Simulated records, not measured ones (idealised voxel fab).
This section sets out a process module, namely voxel self aligned vias.
This is section cut - it's 265 nm across, gridded in 5 nm square cells.
Square cells in a grid make up a cross-section in this document, and the grid is given as bands, listed from the top down, each one or more rows of cells. Heads up on the band format: heights come first, top then bottom, in nm. After that it's the materials left to right, each with its width in nm. A single material flagged "everywhere" fills the whole band edge to edge, and "blank" means there's empty space there. A quick word on heights: they are counted from 0, and under that level the wafer as it came to us is one material throughout. The lowest band is different from the rest in having no bottom; it simply continues downward, written as in "0 down". So if you see something like "30..40" for the width, read it as the top row of the band sitting at the first number and the bottom row at the second, with every row in between moving by the same amount as the last. Step note "no modification" = no cross-section cell changed. "Enclosed void list" means: voids of 8 cells or more that are shut off from the top with no open way through. Written width x height at distance, distance from the left edge, in nm. Where a step's line continues beyond its settings, the continuation is a remark by the simulator itself on that step. "overlay nm", when on a step's line for a step with a mask, measures how far to the right of its planned place the mask lay; a negative measure means to the left.
**The planned process steps are enumerated hereunder**
1 RECEIVE [material Si]
2 CONFORMAL_DEP [material SiO2] [thk nm 15]
3 CONFORMAL_DEP [material SiCN] [thk nm 5]
4 DIRECTIONAL_DEP [material SiO2] [thk nm 30]
5 MASKED_ETCH [tone open] [mask id LINES] [width nm 25] [pitch nm 70] [etch materials SiO2] [depth nm 30] [overlay nm 0]
6 CONFORMAL_DEP [material TiN] [thk nm 5]
7 FILL_DEP [material W] [thk nm 10]
8 CMP [height nm 50]
9 SELECTIVE_ETCH [etch materials W Ru TiN] [depth nm 10]
10 FILL_DEP [material SiN] [thk nm 10]
11 CMP [height nm 50]
12 DIRECTIONAL_DEP [material SiO2] [thk nm 15]
13 DIRECTIONAL_DEP [material aC] [thk nm 10]
14 PATTERN [tone open] [mask id VIAS] [material resist] [width nm 45] [pitch nm 70] [thk nm 25] [overlay nm 0]
15 DIRECTIONAL_ETCH [etch materials aC] [depth nm 10]
16 STRIP [etch materials resist]
17 DIRECTIONAL_ETCH [etch materials SiO2] [depth nm 15]
18 DIRECTIONAL_ETCH [etch materials SiN] [depth nm 10]
19 STRIP [etch materials aC]
20 CONFORMAL_DEP [material TiN] [thk nm 5]
21 FILL_DEP [material W] [thk nm 10]
22 CMP [height nm 65]
23 CONFORMAL_DEP [material SiCN] [thk nm 5]
**Cross-section of the wafer at receipt, which is the condition after step 1**
  0 down: Si everywhere
  Enclosed void list: none
**First of two wafers at the end of the module, shown in cross-section; run carried out as planned**
  70 to 65: SiCN everywhere
  65 to 55: SiO2 40 nm, TiN 5 nm, W 35 nm, TiN 5 nm, SiO2 25 nm, TiN 5 nm, W 35 nm, TiN 5 nm, SiO2 25 nm, TiN 5 nm, W 35 nm, TiN 5 nm, SiO2 40 nm
  55 to 45: SiO2 40..50 nm, TiN 15..5 nm, W 15 nm, TiN 15..5 nm, SiO2 25..45 nm, TiN 15..5 nm, W 15 nm, TiN 15..5 nm, SiO2 25..45 nm, TiN 15..5 nm, W 15 nm, TiN 15..5 nm, SiO2 40..50 nm
  45 to 40: SiO2 50 nm, TiN 25 nm, SiO2 45 nm, TiN 25 nm, SiO2 45 nm, TiN 25 nm, SiO2 50 nm
  40 to 25: SiO2 50 nm, TiN 5 nm, W 15 nm, TiN 5 nm, SiO2 45 nm, TiN 5 nm, W 15 nm, TiN 5 nm, SiO2 45 nm, TiN 5 nm, W 15 nm, TiN 5 nm, SiO2 50 nm
  25 to 20: SiO2 50 nm, TiN 25 nm, SiO2 45 nm, TiN 25 nm, SiO2 45 nm, TiN 25 nm, SiO2 50 nm
  20 to 15: SiCN everywhere
  15 to 0: SiO2 everywhere
  0 down: Si everywhere
  Enclosed void list: none
**Here is the second of the two wafers cut open at the end of the module - same start, same plan as the first one, but we made one mistake running it**
  70 to 65: SiCN everywhere
  65 to 55: SiO2 40 nm, TiN 5 nm, W 35 nm, TiN 5 nm, SiO2 25 nm, TiN 5 nm, W 35 nm, TiN 5 nm, SiO2 25 nm, TiN 5 nm, W 35 nm, TiN 5 nm, SiO2 40 nm
  55 to 45: SiO2 40..50 nm, TiN 15..5 nm, W 15 nm, TiN 15..5 nm, SiO2 25..45 nm, TiN 15..5 nm, W 15 nm, TiN 15..5 nm, SiO2 25..45 nm, TiN 15..5 nm, W 15 nm, TiN 15..5 nm, SiO2 40..50 nm
  45 to 40: SiO2 50 nm, TiN 25 nm, SiO2 45 nm, TiN 25 nm, SiO2 45 nm, TiN 25 nm, SiO2 50 nm
  40 to 35: SiO2 50 nm, TiN 5 nm, W 15 nm, TiN 5 nm, SiO2 45 nm, TiN 5 nm, W 15 nm, TiN 5 nm, SiO2 45 nm, TiN 5 nm, W 15 nm, TiN 5 nm, SiO2 50 nm
  35 to 30: SiO2 50 nm, TiN 25 nm, SiO2 45 nm, TiN 25 nm, SiO2 45 nm, TiN 25 nm, SiO2 50 nm
  30 to 15: SiCN everywhere
  15 to 0: SiO2 everywhere
  0 down: Si everywhere
  Enclosed void list: none
Short version of what went wrong: step 3 was processed under conditions differing from the plan, specifically as CONFORMAL_DEP [material SiCN] [thk nm 15]
Final difference in cells, second wafer against first, listed per material as more or fewer: 106 more of SiCN, 76 fewer of SiO2, 12 fewer of TiN, 18 fewer of W
